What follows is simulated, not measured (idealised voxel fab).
process module | voxel ribs on slabs
cross-section cut | 150 nm wide | cells 5 nm
A cross-section is a grid of square cells, given in bands from the top down. A band is one or more rows of cells.
Each band's line starts with the height of the band's top and of its bottom, in nm. Then come its materials from left to right, each with its width in nm. One material with "throughout" fills the band from edge to edge. "air" is empty space.
Height 0 is the level under which the wafer as received is all one material. The lowest band goes on downwards, as in "0 down".
A width such as "30 to 40" changes by the same amount from each row of cells to the next, from the band's top row to its bottom row.
"no change" after a step means that no cell of the cross-section changed.
closed voids: empty space of 8 cells or more with no open way to the top, each as width x height at its distance from the left edge, in nm
after a step's settings: what the simulator itself notes on the step
overlay nm, on a step with a mask: how far to the right of its planned place the mask lay; to the left if negative
plan
1 op RECEIVE | material Si
2 op DIRECTIONAL_DEP | material SiO2 | thk nm 20
3 op DIRECTIONAL_DEP | material polySi | thk nm 15
4 op PATTERN | tone cover | mask id RIB | material resist | width nm 25 | thk nm 20 | overlay nm 0
5 op DIRECTIONAL_ETCH | etch materials polySi | depth nm 10
6 op STRIP | etch materials resist
7 op PATTERN | tone cover | mask id SLAB | material resist | width nm 85 | thk nm 20 | overlay nm 0
8 op DIRECTIONAL_ETCH | etch materials polySi | depth nm 5
9 op STRIP | etch materials resist
10 op FILL_DEP | material SiO2 | thk nm 20
11 op CMP | height nm 45
12 op DIRECTIONAL_DEP | material W | thk nm 10
13 op MASKED_ETCH | tone cover | mask id HEATER | width nm 35 | etch materials W | depth nm 10 | overlay nm 0
14 op CONFORMAL_DEP | material SiN | thk nm 10
first wafer, as planned
as received, after step 1
  0 down: Si throughout
  closed voids: none
after step 2
  20 to 0: SiO2 throughout
  below 0: unchanged
after step 3
  35 to 20: polySi throughout
  below 20: unchanged
after step 4
  55 to 35: air 60 | resist 25 | air 65
  below 35: unchanged
after step 5
  55 to 35: air 60 | resist 25 | air 65
  35 to 25: air 60 | polySi 25 | air 65
  below 25: unchanged
after step 6
  35 to 25: air 60 | polySi 25 | air 65
  below 25: unchanged
after step 7
  55 to 35: air 30 | resist 85 | air 35
  35 to 25: air 30 | resist 30 | polySi 25 | resist 30 | air 35
  below 25: unchanged
after step 8
  55 to 35: air 30 | resist 85 | air 35
  35 to 25: air 30 | resist 30 | polySi 25 | resist 30 | air 35
  25 to 20: air 30 | polySi 85 | air 35
  below 20: unchanged
after step 9
  35 to 25: air 60 | polySi 25 | air 65
  below 25: unchanged
after step 10
  55 to 35: SiO2 throughout
  35 to 25: SiO2 60 | polySi 25 | SiO2 65
  25 to 20: SiO2 30 | polySi 85 | SiO2 35
  below 20: unchanged
after step 11
  45 to 35: SiO2 throughout
  below 35: unchanged
after step 12
  55 to 45: W throughout
  below 45: unchanged
after step 13
  55 to 45: air 55 | W 35 | air 60
  below 45: unchanged
after step 14
  65 to 55: air 45 | SiN 55 | air 50
  55 to 45: SiN 55 | W 35 | SiN 60
  below 45: unchanged
second wafer: like start, like plan, one mistake. Through step 13 it matches the first wafer
when step 14 should have ended: no change
what went wrong: step 14 was left out
at the end the second wafer has, in cells: 68 fewer of SiN
